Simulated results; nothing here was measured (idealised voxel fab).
This is a process module. Its name is voxel lift off.
FYI the section here is cut, 165 nm wide, cells are 5 nm squares.
Throughout this document, each cross-section is represented as a grid of square cells and is presented as a sequence of bands enumerated from the top downward, where a band comprises one or more rows of cells.
The entry gives the band's vertical extent as a top height and a bottom height in nm, then its horizontal make-up as materials from left to right, each with a width in nm. "blank" stands for empty space; a single material marked "full width" fills the band edge to edge.
We count height from 0. Below that, the starting wafer is all one material. The lowest band never ends at the bottom but goes on down; see "z 0 and below" for how that is written.
Per-row width for "30->40": begins at first number (top row of band), ends at second number (bottom row), increment between rows held constant.
"changes: none" for a step: no cell of the cross-section changed in that step.
For the entry "Voids, fully enclosed", the listed items are empty spaces with no open way to the top whose size is 8 cells or more; each item follows the pattern width x height at distance, where distance is from the left edge and all three are in nm.
Anything after a step's settings on that line? It's the simulator's own note about the step.
overlay nm: step with mask; distance mask lay right of planned place; negative value = left of planned place.
-- plan
1,RECEIVE with material Si
2,CONFORMAL_DEP with material Al2O3, thk nm 5
3,PATTERN with tone open, mask id LINES, material resist, width nm 15, pitch nm 45, thk nm 20, overlay nm 0
4,DIRECTIONAL_DEP with material Ru, thk nm 5
5,STRIP with etch materials resist
6,CONFORMAL_DEP with material SiCN, thk nm 5
-- First wafer, two in total, run as planned
-- Cross-section, incoming material, after step 1
* z 0 and below  Si full width
* Voids, fully enclosed: none
-- So this is the wafer cross-section right after step 2
* z 5 to 0  Al2O3 full width
* Lower than 0, everything is as it was.
-- So this is the wafer cross-section right after step 3
* z 25 to 5  resist=50; blank=15; resist=30; blank=15; resist=55
* Lower than 5, everything is as it was.
-- So this is the wafer cross-section right after step 4
* z 30 to 25  Ru=50; blank=15; Ru=30; blank=15; Ru=55
* z 25 to 10  resist=50; blank=15; resist=30; blank=15; resist=55
* z 10 to 5  resist=50; Ru=15; resist=30; Ru=15; resist=55
* Lower than 5, everything is as it was.
-- So this is the wafer cross-section right after step 5
* z 10 to 5  blank=50; Ru=15; blank=30; Ru=15; blank=55
* Lower than 5, everything is as it was.
-- So this is the wafer cross-section right after step 6
* z 15 to 10  blank=45; SiCN=25; blank=20; SiCN=25; blank=50
* z 10 to 5  SiCN=50; Ru=15; SiCN=30; Ru=15; SiCN=55
* Lower than 5, everything is as it was.
-- Regarding the second of the two wafers: it shared the first wafer's starting condition and process plan, yet one error occurred during its execution. Its history coincides with that of the first wafer up to and including step 2
-- Cross-section: second wafer, time at which step 3 was scheduled to end
* z 25 to 5  resist=40; blank=15; resist=30; blank=15; resist=65
* Lower than 5, everything is as it was.
-- Cross-section: second wafer, time at which step 4 was scheduled to end
* z 30 to 25  Ru=40; blank=15; Ru=30; blank=15; Ru=65
* z 25 to 10  resist=40; blank=15; resist=30; blank=15; resist=65
* z 10 to 5  resist=40; Ru=15; resist=30; Ru=15; resist=65
* Lower than 5, everything is as it was.
-- Cross-section: second wafer, time at which step 5 was scheduled to end
* z 10 to 5  blank=40; Ru=15; blank=30; Ru=15; blank=65
* Lower than 5, everything is as it was.
-- Cross-section: second wafer, time at which step 6 was scheduled to end
* z 15 to 10  blank=35; SiCN=25; blank=20; SiCN=25; blank=60
* z 10 to 5  SiCN=40; Ru=15; SiCN=30; Ru=15; SiCN=65
* Lower than 5, everything is as it was.
Where did the run depart from the plan? for step 3, the planned setting was not used; the step was instead run as PATTERN with tone open, mask id LINES, material resist, width nm 15, pitch nm 45, thk nm 20, overlay nm -10
Same inventory, different map: at the end, the second wafer holds as many cells of each material as the first, placed elsewhere.
